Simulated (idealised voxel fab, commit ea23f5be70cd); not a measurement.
The document below concerns the process module designated voxel wiring stack.
FYI the section here is cut, 175 nm wide, cells are 5 nm squares.
The cross-sections in this document take the form of a grid made of square cells. They are written out as bands, in order from top to bottom. Each band consists of one or more rows of cells.
Heads up on the band format: heights come first, top then bottom, in nm. After that it's the materials left to right, each with its width in nm. A single material flagged "edge to edge" fills the whole band edge to edge, and "blank" means there's empty space there.
Heights from 0 (as-received wafer is one material below). Bottom band endless downward, as "0 and below".
Per-row width for "30 to 40": begins at first number (top row of band), ends at second number (bottom row), increment between rows held constant.
"nothing changed" (step): cross-section cells unchanged, all of them.
In "Enclosed void listing" the enclosed voids are listed, meaning empty spaces of 8 cells or larger without any opening to the top. The form is width x height at distance, distance from the left edge, units nm.
Formally, on a step line, whatever follows the settings is a remark that the simulator itself makes on the step.
overlay nm: mask offset rightward from planned place, masked step; negative means leftward offset.

THIS SECTION LISTS THE PROCESS STEPS THAT WERE PLANNED
step 1: RECEIVE, material Si
step 2: CONFORMAL_DEP, material SiO2, thk nm 15
step 3: DIRECTIONAL_DEP, material TiN, thk nm 5
step 4: DIRECTIONAL_DEP, material Ru, thk nm 15
step 5: MASKED_ETCH, tone cover, mask id METAL_1, width nm 20, pitch nm 40, etch materials Ru, depth nm 15, overlay nm 0
step 6: MASKED_ETCH, tone cover, mask id METAL_1, width nm 20, pitch nm 40, etch materials TiN, depth nm 5, overlay nm 0
step 7: CONFORMAL_DEP, material SiN, thk nm 5
step 8: FILL_DEP, material SiO2, thk nm 10
step 9: CMP, height nm 35
step 10: CONFORMAL_DEP, material SiCN, thk nm 5
step 11: DIRECTIONAL_DEP, material SiO2, thk nm 20
step 12: DIRECTIONAL_DEP, material aC, thk nm 10
step 13: PATTERN, tone open, mask id PLUG_1, material resist, width nm 15, pitch nm 80, thk nm 30, overlay nm -15
step 14: DIRECTIONAL_ETCH, etch materials aC, depth nm 10
step 15: STRIP, etch materials resist
step 16: DIRECTIONAL_ETCH, etch materials SiO2, depth nm 20
step 17: DIRECTIONAL_ETCH, etch materials SiCN, depth nm 5
step 18: STRIP, etch materials aC
step 19: CONFORMAL_DEP, material TiN, thk nm 5
step 20: FILL_DEP, material Ru, thk nm 5
step 21: CMP, height nm 60
step 22: CONFORMAL_DEP, material SiCN, thk nm 5
step 23: DIRECTIONAL_DEP, material SiO2, thk nm 15
step 24: MASKED_ETCH, tone open, mask id METAL_2, width nm 20, pitch nm 40, etch materials SiO2, depth nm 15, overlay nm 0
step 25: MASKED_ETCH, tone open, mask id METAL_2, width nm 20, pitch nm 40, etch materials SiCN, depth nm 5, overlay nm 0
step 26: CONFORMAL_DEP, material TiN, thk nm 5
step 27: FILL_DEP, material Ru, thk nm 5
step 28: CMP, height nm 80
step 29: CONFORMAL_DEP, material SiCN, thk nm 5
It is noted that the wafers described herein are identical at the outset and are distinguished by the overlay nm of step 13; the value stated in the plan corresponds to the first wafer.

CROSS-SECTION OF THE FIRST INCOMING WAFER OF SEVERAL, STATE AFTER STEP 1
- 0 and below: Si edge to edge
- Enclosed void listing: none

BELOW IS A PER-WAFER TABLE. IN IT, EACH ROW DESCRIBES THE WAFER AT THE END OF THE MODULE BY GIVING, FOR EACH MATERIAL, THE NUMBER OF CELLS GAINED (+) OR LOST (-) SINCE THE WAFER WAS RECEIVED, AND AFTER THAT THE CLOSED VOIDS OF THE WAFER
overlay nm -15; +62 Ru; +87 SiCN; +41 SiN; +341 SiO2; +64 TiN; Enclosed void listing: none
overlay nm -10; +62 Ru; +87 SiCN; +41 SiN; +341 SiO2; +64 TiN; Enclosed void listing: none
overlay nm -5; +62 Ru; +87 SiCN; +41 SiN; +341 SiO2; +64 TiN; Enclosed void listing: none
overlay nm 0; +62 Ru; +87 SiCN; +41 SiN; +341 SiO2; +64 TiN; Enclosed void listing: none
overlay nm 5; +62 Ru; +87 SiCN; +41 SiN; +341 SiO2; +64 TiN; Enclosed void listing: none
overlay nm 10; +62 Ru; +87 SiCN; +41 SiN; +341 SiO2; +64 TiN; Enclosed void listing: none
overlay nm 15; +62 Ru; +87 SiCN; +41 SiN; +341 SiO2; +64 TiN; Enclosed void listing: none
